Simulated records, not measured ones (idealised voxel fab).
The process module presented herein is designated voxel spacer lines.
155 nm wide, 5 nm square cells: that's cross-section cut.
A cross-section is a grid of square cells, given in bands from the top down. A band is one or more rows of cells. Basically the band line says how high the top is and how high the bottom is, in nm, and then what's in it from left to right, every material with its width in nm. Empty space shows up as "blank", and if a single material carries "edge to edge" it runs the full band edge to edge. Basically, 0 is our baseline, since under it the wafer straight out of the box is all one material. The bottom band has no lower end and keeps on going down, so it looks like "0 and below". With a width like "30..40", each row of cells in the band differs from the next by the same amount, the top row carrying the first number and the bottom row the second. Any step labelled "nothing got changed" changed none of the cells in the cross-section. In the "Sealed void listing" entry, you get each enclosed empty space of 8 cells or more, one with no open way to the top, written width x height at distance, distance from the left edge, in nm. It should be noted that, on the line of a given step, the content following the step's settings is a remark produced by the simulator itself with respect to that step. "overlay nm" answers the question of how far to the right of plan the mask lay on a step that has a mask, and when it is negative the answer is to the left.
PLANNED PROCESS STEPS
- 1: RECEIVE: material Si
- 2: CONFORMAL_DEP: material Al2O3, thk nm 10
- 3: DIRECTIONAL_DEP: material SiN, thk nm 20
- 4: DIRECTIONAL_DEP: material aC, thk nm 25
- 5: PATTERN: tone cover, mask id MANDREL, material resist, width nm 15, pitch nm 60, thk nm 30, overlay nm 0
- 6: DIRECTIONAL_ETCH: etch materials aC, depth nm 25
- 7: STRIP: etch materials resist
- 8: CONFORMAL_DEP: material SiO2, thk nm 10
- 9: DIRECTIONAL_ETCH: etch materials SiO2, depth nm 10
- 10: STRIP: etch materials aC
- 11: DIRECTIONAL_ETCH: etch materials SiN, depth nm 20
- 12: STRIP: etch materials SiO2
The plan's step 5 width nm is the first wafer's value; the wafers differ in this setting and start identical.
THIS IS HOW THE FIRST OF SEVERAL WAFERS LOOKED IN CROSS-SECTION WHEN IT ARRIVED, WHICH IS AFTER STEP 1
    0 and below: Si edge to edge
    Sealed void listing: none
END OF MODULE, BY WAFER: MATERIAL-BY-MATERIAL CELL GAIN (+) OR LOSS (-) SINCE RECEIPT, THEN CLOSED VOIDS
width nm 15, +62 Al2O3, +32 SiN, Sealed void listing: none
width nm 20, +62 Al2O3, +32 SiN, Sealed void listing: none
width nm 25, +62 Al2O3, +32 SiN, Sealed void listing: none
width nm 30, +62 Al2O3, +32 SiN, Sealed void listing: none
width nm 35, +62 Al2O3, +32 SiN, Sealed void listing: none
